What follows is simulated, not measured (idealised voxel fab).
The following process module bears the name voxel spacer lines.
For reference, the cross-section in this document is cut, with width 220 nm and square cells of 5 nm.
The cross-sections in this document take the form of a grid made of square cells. They are written out as bands, in order from top to bottom. Each band consists of one or more rows of cells.
Quick guide to a band line: top height, bottom height (nm) up front; then every material left to right with its width in nm. Only one material and it's marked "all across"? Then it fills the band edge to edge. And "air" just means empty space.
Height datum 0, below which the as-received substrate wafer is one material. Lowest band open at the bottom, running downward: "0 and below".
Read "30..40" as a graded width: first number on top, second number at the bottom, same change between each pair of neighbouring rows.
"remained the same", as given for a step, is the statement that not any cell of the cross-section underwent a change during that step.
Entry "Closed-off voids". Content: empty spaces with no open connection to the top, size 8 cells or greater. Each: width x height at distance. Distance: from left edge. Unit: nm.
after a step's settings: what the simulator itself notes on the step
overlay nm: on a step with a mask, how far right of its planned place the mask lay; negative means left.
**Process steps - plan**
1. RECEIVE with material Si
2. CONFORMAL_DEP with material Al2O3, thk nm 5
3. DIRECTIONAL_DEP with material TiN, thk nm 20
4. DIRECTIONAL_DEP with material polySi, thk nm 20
5. PATTERN with tone cover, mask id MANDREL, material resist, width nm 15, pitch nm 60, thk nm 25, overlay nm 0
6. DIRECTIONAL_ETCH with etch materials polySi, depth nm 20
7. STRIP with etch materials resist
8. CONFORMAL_DEP with material SiN, thk nm 15
9. DIRECTIONAL_ETCH with etch materials SiN, depth nm 15
10. STRIP with etch materials polySi
11. DIRECTIONAL_ETCH with etch materials TiN, depth nm 20
12. STRIP with etch materials SiN
**As-received wafer cross-section (after step 1)**
- 0 and below: Si all across
- Closed-off voids: none
**End-of-module cross-section of the first of two wafers, processed as planned**
- 25 down to 5: air=55 / TiN=15 / air=15 / TiN=15 / air=15 / TiN=15 / air=15 / TiN=15 / air=60
- 5 down to 0: Al2O3 all across
- 0 and below: Si all across
- Closed-off voids: none
**Cross-sectional view of the second of two wafers upon completion of the module. This wafer shared its starting condition and process plan with the first; one error was made during its execution**
- 25 down to 5: polySi all across
- 5 down to 0: Al2O3 all across
- 0 and below: Si all across
- Closed-off voids: none
The mistake made against the process plan was this: sequence error: steps 3 and 4 interchanged
at the end the second wafer has, in cells: TiN -48 | polySi +176
